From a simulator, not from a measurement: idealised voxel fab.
Documented hereafter: the process module known as voxel capacitor over wiring.
The width of the displayed cross-section, cut, is 265 nm; its cells are square, with a size of 5 nm.
Cross-section layout: square cells on a grid; listed as bands, top to bottom; a band spans one or more cell rows.
Top, bottom (nm), then materials left to right with widths (nm); lone material tagged "everywhere" fills the whole band edge to edge; "blank" = empty space.
A quick word on heights: they are counted from 0, and under that level the wafer as it came to us is one material throughout. The lowest band is different from the rest in having no bottom; it simply continues downward, written as in "0 and below".
Width: "30 to 40" (first number = top row, second number = bottom row, same change from row to row of cells).
Take "nothing different" at face value: in the step it is given for, the cross-section changed in none of its cells.
This entry, "Listed closed voids", enumerates those empty regions of no fewer than 8 cells that possess no open connection to the top. Each region is reported in the form width x height at distance, the distance being taken from the left edge, with all three quantities expressed in nm.
On each step's line, the part that comes after the settings is the simulator's own comment on the step.
The line of a step may include "overlay nm". On a step with a mask, this value is how far to the right of its planned place the mask lay. A negative value means the mask lay to the left.
**The process steps that were planned are listed below**
1,RECEIVE with material Si
2,CONFORMAL_DEP with material SiO2, thk nm 15
3,DIRECTIONAL_DEP with material TiN, thk nm 5
4,DIRECTIONAL_DEP with material W, thk nm 15
5,PATTERN with tone cover, mask id METAL_1, material resist, width nm 25, pitch nm 80, thk nm 15, overlay nm 0
6,DIRECTIONAL_ETCH with etch materials W, depth nm 15
7,DIRECTIONAL_ETCH with etch materials TiN, depth nm 5
8,STRIP with etch materials resist
9,CONFORMAL_DEP with material SiCN, thk nm 5
10,FILL_DEP with material lowk, thk nm 5
11,CMP with height nm 35
12,CONFORMAL_DEP with material SiCN, thk nm 5
13,DIRECTIONAL_DEP with material lowk, thk nm 20
14,PATTERN with tone open, mask id PLUG_1, material resist, width nm 15, thk nm 15, overlay nm 0
15,DIRECTIONAL_ETCH with etch materials lowk, depth nm 20
16,DIRECTIONAL_ETCH with etch materials SiCN, depth nm 5
17,STRIP with etch materials resist
18,CONFORMAL_DEP with material TiN, thk nm 5
19,FILL_DEP with material W, thk nm 5
20,CMP with height nm 60
21,DIRECTIONAL_DEP with material TiN, thk nm 5
22,DIRECTIONAL_DEP with material HfO2, thk nm 5
23,DIRECTIONAL_DEP with material TiN, thk nm 5
24,PATTERN with tone cover, mask id UPPER_PLATE, material resist, width nm 60, thk nm 15, overlay nm 0
25,DIRECTIONAL_ETCH with etch materials TiN, depth nm 5
26,DIRECTIONAL_ETCH with etch materials HfO2, depth nm 5
27,STRIP with etch materials resist
28,PATTERN with tone cover, mask id LOWER_PLATE, material resist, width nm 70, thk nm 15, overlay nm 0
29,DIRECTIONAL_ETCH with etch materials TiN, depth nm 5
30,STRIP with etch materials resist
31,FILL_DEP with material SiO2, thk nm 15
32,CMP with height nm 85
33,DIRECTIONAL_DEP with material aC, thk nm 10
34,PATTERN with tone open, mask id PLUG_2, material resist, width nm 15, thk nm 30, overlay nm 0
35,DIRECTIONAL_ETCH with etch materials aC, depth nm 10
36,STRIP with etch materials resist
37,DIRECTIONAL_ETCH with etch materials SiO2, depth nm 10
38,STRIP with etch materials aC
39,CONFORMAL_DEP with material TiN, thk nm 5
40,FILL_DEP with material Ru, thk nm 10
41,CMP with height nm 85
42,CONFORMAL_DEP with material SiCN, thk nm 5
**So, the first of our two wafers, run just as we planned it**
**Incoming wafer in cross-section (state: after step 1)**
> 0 and below | Si everywhere
> Listed closed voids: none
**So this is the wafer cross-section right after step 2**
> 15 down to 0 | SiO2 everywhere
> below 0: unchanged
**So this is the wafer cross-section right after step 3**
> 20 down to 15 | TiN everywhere
> below 15: unchanged
**So this is the wafer cross-section right after step 4**
> 35 down to 20 | W everywhere
> below 20: unchanged
**So this is the wafer cross-section right after step 5**
> 50 down to 35 | 80 blank; 25 resist; 55 blank; 25 resist; 80 blank
> below 35: unchanged
**So this is the wafer cross-section right after step 6**
> 50 down to 35 | 80 blank; 25 resist; 55 blank; 25 resist; 80 blank
> 35 down to 20 | 80 blank; 25 W; 55 blank; 25 W; 80 blank
> below 20: unchanged
**So this is the wafer cross-section right after step 7**
> 50 down to 35 | 80 blank; 25 resist; 55 blank; 25 resist; 80 blank
> 35 down to 20 | 80 blank; 25 W; 55 blank; 25 W; 80 blank
> 20 down to 15 | 80 blank; 25 TiN; 55 blank; 25 TiN; 80 blank
> below 15: unchanged
**So this is the wafer cross-section right after step 8**
> 35 down to 20 | 80 blank; 25 W; 55 blank; 25 W; 80 blank
> below 20: unchanged
**So this is the wafer cross-section right after step 9**
> 40 down to 35 | 75 blank; 35 SiCN; 45 blank; 35 SiCN; 75 blank
> 35 down to 20 | 75 blank; 5 SiCN; 25 W; 5 SiCN; 45 blank; 5 SiCN; 25 W; 5 SiCN; 75 blank
> 20 down to 15 | 80 SiCN; 25 TiN; 55 SiCN; 25 TiN; 80 SiCN
> below 15: unchanged
**So this is the wafer cross-section right after step 10**
> 45 down to 40 | lowk everywhere
> 40 down to 35 | 75 lowk; 35 SiCN; 45 lowk; 35 SiCN; 75 lowk
> 35 down to 20 | 75 lowk; 5 SiCN; 25 W; 5 SiCN; 45 lowk; 5 SiCN; 25 W; 5 SiCN; 75 lowk
> below 20: unchanged
**So this is the wafer cross-section right after step 11**
> 35 down to 20 | 75 lowk; 5 SiCN; 25 W; 5 SiCN; 45 lowk; 5 SiCN; 25 W; 5 SiCN; 75 lowk
> below 20: unchanged
**So this is the wafer cross-section right after step 12**
> 40 down to 35 | SiCN everywhere
> below 35: unchanged
**So this is the wafer cross-section right after step 13**
> 60 down to 40 | lowk everywhere
> below 40: unchanged
**So this is the wafer cross-section right after step 14**
> 75 down to 60 | 90 resist; 15 blank; 160 resist
> below 60: unchanged
**So this is the wafer cross-section right after step 15**
> 75 down to 60 | 90 resist; 15 blank; 160 resist
> 60 down to 40 | 90 lowk; 15 blank; 160 lowk
> below 40: unchanged
**So this is the wafer cross-section right after step 16**
> 75 down to 60 | 90 resist; 15 blank; 160 resist
> 60 down to 40 | 90 lowk; 15 blank; 160 lowk
> 40 down to 35 | 90 SiCN; 15 blank; 160 SiCN
> below 35: unchanged
**So this is the wafer cross-section right after step 17**
> 60 down to 40 | 90 lowk; 15 blank; 160 lowk
> below 40: unchanged
**So this is the wafer cross-section right after step 18**
> 65 down to 60 | 95 TiN; 5 blank; 165 TiN
> 60 down to 40 | 90 lowk; 5 TiN; 5 blank; 5 TiN; 160 lowk
> 40 down to 35 | 90 SiCN; 15 TiN; 160 SiCN
> below 35: unchanged
**So this is the wafer cross-section right after step 19**
> 70 down to 65 | W everywhere
> 65 down to 60 | 95 TiN; 5 W; 165 TiN
> 60 down to 40 | 90 lowk; 5 TiN; 5 W; 5 TiN; 160 lowk
> below 40: unchanged
**So this is the wafer cross-section right after step 20**
> 60 down to 40 | 90 lowk; 5 TiN; 5 W; 5 TiN; 160 lowk
> below 40: unchanged
**So this is the wafer cross-section right after step 21**
> 65 down to 60 | TiN everywhere
> below 60: unchanged
**So this is the wafer cross-section right after step 22**
> 70 down to 65 | HfO2 everywhere
> below 65: unchanged
**So this is the wafer cross-section right after step 23**
> 75 down to 70 | TiN everywhere
> below 70: unchanged
**So this is the wafer cross-section right after step 24**
> 90 down to 75 | 90 blank; 60 resist; 115 blank
> below 75: unchanged
**So this is the wafer cross-section right after step 25**
> 90 down to 75 | 90 blank; 60 resist; 115 blank
> 75 down to 70 | 90 blank; 60 TiN; 115 blank
> below 70: unchanged
**So this is the wafer cross-section right after step 26**
> 90 down to 75 | 90 blank; 60 resist; 115 blank
> 75 down to 70 | 90 blank; 60 TiN; 115 blank
> 70 down to 65 | 90 blank; 60 HfO2; 115 blank
> below 65: unchanged
**So this is the wafer cross-section right after step 27**
> 75 down to 70 | 90 blank; 60 TiN; 115 blank
> below 70: unchanged
**So this is the wafer cross-section right after step 28**
> 90 down to 75 | 85 blank; 70 resist; 110 blank
> 75 down to 70 | 85 blank; 5 resist; 60 TiN; 5 resist; 110 blank
> 70 down to 65 | 85 blank; 5 resist; 60 HfO2; 5 resist; 110 blank
> below 65: unchanged
**So this is the wafer cross-section right after step 29**
> 90 down to 75 | 85 blank; 70 resist; 110 blank
> 75 down to 70 | 85 blank; 5 resist; 60 TiN; 5 resist; 110 blank
> 70 down to 65 | 85 blank; 5 resist; 60 HfO2; 5 resist; 110 blank
> 65 down to 60 | 85 blank; 70 TiN; 110 blank
> below 60: unchanged
**So this is the wafer cross-section right after step 30**
> 75 down to 70 | 90 blank; 60 TiN; 115 blank
> 70 down to 65 | 90 blank; 60 HfO2; 115 blank
> below 65: unchanged
**So this is the wafer cross-section right after step 31**
> 90 down to 75 | SiO2 everywhere
> 75 down to 70 | 90 SiO2; 60 TiN; 115 SiO2
> 70 down to 65 | 90 SiO2; 60 HfO2; 115 SiO2
> 65 down to 60 | 85 SiO2; 70 TiN; 110 SiO2
> below 60: unchanged
**So this is the wafer cross-section right after step 32**
> 85 down to 75 | SiO2 everywhere
> below 75: unchanged
**So this is the wafer cross-section right after step 33**
> 95 down to 85 | aC everywhere
> below 85: unchanged
**So this is the wafer cross-section right after step 34**
> 125 down to 95 | 100 resist; 15 blank; 150 resist
> below 95: unchanged
**So this is the wafer cross-section right after step 35**
> 115 down to 95 | 100 resist; 15 blank; 150 resist
> 95 down to 85 | 100 aC; 15 blank; 150 aC
> below 85: unchanged
**So this is the wafer cross-section right after step 36**
> 95 down to 85 | 100 aC; 15 blank; 150 aC
> below 85: unchanged
**So this is the wafer cross-section right after step 37**
> 95 down to 85 | 100 aC; 15 blank; 150 aC
> 85 down to 75 | 100 SiO2; 15 blank; 150 SiO2
> below 75: unchanged
**So this is the wafer cross-section right after step 38**
> 85 down to 75 | 100 SiO2; 15 blank; 150 SiO2
> below 75: unchanged
**So this is the wafer cross-section right after step 39**
> 90 down to 85 | 105 TiN; 5 blank; 155 TiN
> 85 down to 80 | 100 SiO2; 5 TiN; 5 blank; 5 TiN; 150 SiO2
> 80 down to 70 | 100 to 90 SiO2; 15 to 60 TiN; 150 to 115 SiO2
> below 70: unchanged
**So this is the wafer cross-section right after step 40**
> 100 down to 90 | Ru everywhere
> 90 down to 85 | 105 TiN; 5 Ru; 155 TiN
> 85 down to 80 | 100 SiO2; 5 TiN; 5 Ru; 5 TiN; 150 SiO2
> below 80: unchanged
**So this is the wafer cross-section right after step 41**
> 85 down to 80 | 100 SiO2; 5 TiN; 5 Ru; 5 TiN; 150 SiO2
> below 80: unchanged
**So this is the wafer cross-section right after step 42**
> 90 down to 85 | SiCN everywhere
> below 85: unchanged
**Second wafer. Start and plan as for the first. One mistake made in running. Agrees with the first up to and including step 38**
**when step 39 should have ended**
> 90 down to 85 | 105 aC; 5 blank; 155 aC
> 85 down to 80 | 100 SiO2; 5 aC; 5 blank; 5 aC; 150 SiO2
> 80 down to 75 | 100 SiO2; 15 aC; 150 SiO2
> below 75: unchanged
**when step 40 should have ended**
> 100 down to 90 | Ru everywhere
> 90 down to 85 | 105 aC; 5 Ru; 155 aC
> 85 down to 80 | 100 SiO2; 5 aC; 5 Ru; 5 aC; 150 SiO2
> below 80: unchanged
**when step 41 should have ended**
> 85 down to 80 | 100 SiO2; 5 aC; 5 Ru; 5 aC; 150 SiO2
> below 80: unchanged
**when step 42 should have ended**
> 90 down to 85 | SiCN everywhere
> below 85: unchanged
It is concluded that the wafer was processed incorrectly with respect to the plan, in that for step 39, the planned setting was not used; the step was instead run as CONFORMAL_DEP with material aC, thk nm 5
Final cells, second wafer relative to first, materials higher or lower: TiN -5; aC +5
